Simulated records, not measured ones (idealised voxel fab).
Process module in this document: voxel capacitor over wiring
Square cells of 5 nm make up the cross-section cut, whose width is 245 nm.
In what follows, cross-sections appear as grids of square cells, described through bands that run from the top down, where every band is one or more rows of cells. Within each band entry, the heights of the top and of the bottom of the band appear first, in that order and in nm; the materials of the band then follow from left to right, each with its corresponding width in nm. The designation "all across" on a single material indicates that it fills the band from edge to edge; the designation "blank" indicates empty space. Heights are reckoned from 0. Under this level, the received wafer is all of one material. The bottommost band is open-ended downward, for example "0 and below". Width "30..40": first value at the band's top row of cells, second value at its bottom row, equal change from row to row. "nothing different" (step): cross-section cells unchanged, all of them. The entry titled "Closed cavities" provides the empty spaces that have no open way to the top, restricted to those of 8 cells or more. Each is presented as width x height at distance, the distance being measured from the left edge, with all three in nm. What comes after the settings on a step's line is commentary from the simulator itself on that step. When a step includes a mask, the "overlay nm" setting on its line states how far to the right of its planned place that mask lay, and negative values state how far to the left.

### The process steps that were planned are listed below
1: RECEIVE | material Si
2: CONFORMAL_DEP | material SiO2 | thk nm 15
3: CONFORMAL_DEP | material SiN | thk nm 5
4: DIRECTIONAL_DEP | material SiO2 | thk nm 15
5: MASKED_ETCH | tone open | mask id METAL_1 | width nm 30 | pitch nm 100 | etch materials SiO2 | depth nm 15 | overlay nm 0
6: MASKED_ETCH | tone open | mask id METAL_1 | width nm 30 | pitch nm 100 | etch materials SiN | depth nm 5 | overlay nm 0
7: CONFORMAL_DEP | material TiN | thk nm 5
8: FILL_DEP | material W | thk nm 10
9: CMP | height nm 35
10: EPI | material Ru | thk nm 5
11: FILL_DEP | material SiCN | thk nm 5
12: DIRECTIONAL_DEP | material SiO2 | thk nm 20
13: DIRECTIONAL_DEP | material aC | thk nm 15
14: PATTERN | tone open | mask id PLUG_1 | material resist | width nm 15 | thk nm 35 | overlay nm 0
15: DIRECTIONAL_ETCH | etch materials aC | depth nm 15
16: STRIP | etch materials resist
17: DIRECTIONAL_ETCH | etch materials SiO2 | depth nm 20
18: DIRECTIONAL_ETCH | etch materials SiCN | depth nm 5
19: STRIP | etch materials aC
20: CONFORMAL_DEP | material TiN | thk nm 5
21: FILL_DEP | material Ru | thk nm 5
22: CMP | height nm 65
23: DIRECTIONAL_DEP | material TiN | thk nm 5
24: DIRECTIONAL_DEP | material SiN | thk nm 5
25: DIRECTIONAL_DEP | material TiN | thk nm 5
26: DIRECTIONAL_DEP | material aC | thk nm 15
27: PATTERN | tone cover | mask id UPPER_PLATE | material resist | width nm 75 | thk nm 30 | overlay nm 0
28: DIRECTIONAL_ETCH | etch materials aC | depth nm 15
29: STRIP | etch materials resist
30: DIRECTIONAL_ETCH | etch materials TiN | depth nm 5
31: DIRECTIONAL_ETCH | etch materials SiN | depth nm 5
32: STRIP | etch materials aC
33: DIRECTIONAL_DEP | material aC | thk nm 15
34: PATTERN | tone cover | mask id LOWER_PLATE | material resist | width nm 85 | thk nm 30 | overlay nm 0
35: DIRECTIONAL_ETCH | etch materials aC | depth nm 15
36: STRIP | etch materials resist
37: DIRECTIONAL_ETCH | etch materials TiN | depth nm 5
38: STRIP | etch materials aC
39: FILL_DEP | material SiO2 | thk nm 20
40: CMP | height nm 95
41: PATTERN | tone open | mask id PLUG_2 | material resist | width nm 15 | thk nm 20 | overlay nm 0
42: DIRECTIONAL_ETCH | etch materials SiO2 | depth nm 15
43: STRIP | etch materials resist
44: CONFORMAL_DEP | material TiN | thk nm 5
45: FILL_DEP | material Ru | thk nm 10
46: CMP | height nm 95
47: CONFORMAL_DEP | material SiN | thk nm 5

### Wafer as received: cross-section following step 1
- 0 and below  Si all across
- Closed cavities: none

### first wafer at the end, as planned
- 100 down to 95  SiN all across
- 95 down to 85  80 of SiO2, then 5 of TiN, then 5 of Ru, then 5 of TiN, then 150 of SiO2
- 85 down to 75  80..70 of SiO2, then 15..75 of TiN, then 150..100 of SiO2
- 75 down to 70  70 of SiO2, then 75 of SiN, then 100 of SiO2
- 70 down to 65  65 of SiO2, then 85 of TiN, then 95 of SiO2
- 65 down to 45  70 of SiO2, then 5 of TiN, then 5 of Ru, then 5 of TiN, then 160 of SiO2
- 45 down to 40  70 of SiCN, then 15 of TiN, then 160 of SiCN
- 40 down to 35  50 of SiCN, then 40 of Ru, then 60 of SiCN, then 40 of Ru, then 55 of SiCN
- 35 down to 20  55 of SiO2, then 5 of TiN, then 20 of W, then 5 of TiN, then 70 of SiO2, then 5 of TiN, then 20 of W, then 5 of TiN, then 60 of SiO2
- 20 down to 15  55 of SiN, then 30 of TiN, then 70 of SiN, then 30 of TiN, then 60 of SiN
- 15 down to 0  SiO2 all across
- 0 and below  Si all across
- Closed cavities: none

### Here's the second of our two wafers sectioned at module end. Same start as the first, same plan, but one mistake got made running it
- 100 down to 95  SiN all across
- 95 down to 85  80 of SiO2, then 5 of TiN, then 5 of Ru, then 5 of TiN, then 150 of SiO2
- 85 down to 75  80..70 of SiO2, then 15..75 of TiN, then 150..100 of SiO2
- 75 down to 70  70 of SiO2, then 75 of SiN, then 100 of SiO2
- 70 down to 65  60 of SiO2, then 85 of TiN, then 100 of SiO2
- 65 down to 45  70 of SiO2, then 5 of TiN, then 5 of Ru, then 5 of TiN, then 160 of SiO2
- 45 down to 40  70 of SiCN, then 15 of TiN, then 160 of SiCN
- 40 down to 35  50 of SiCN, then 40 of Ru, then 60 of SiCN, then 40 of Ru, then 55 of SiCN
- 35 down to 20  55 of SiO2, then 5 of TiN, then 20 of W, then 5 of TiN, then 70 of SiO2, then 5 of TiN, then 20 of W, then 5 of TiN, then 60 of SiO2
- 20 down to 15  55 of SiN, then 30 of TiN, then 70 of SiN, then 30 of TiN, then 60 of SiN
- 15 down to 0  SiO2 all across
- 0 and below  Si all across
- Closed cavities: none
The mistake made against the process plan was this: for step 34, the planned setting was not used; the step was instead run as PATTERN | tone cover | mask id LOWER_PLATE | material resist | width nm 85 | thk nm 30 | overlay nm -5
End check, second vs first wafer: material counts in cells match, positions do not.
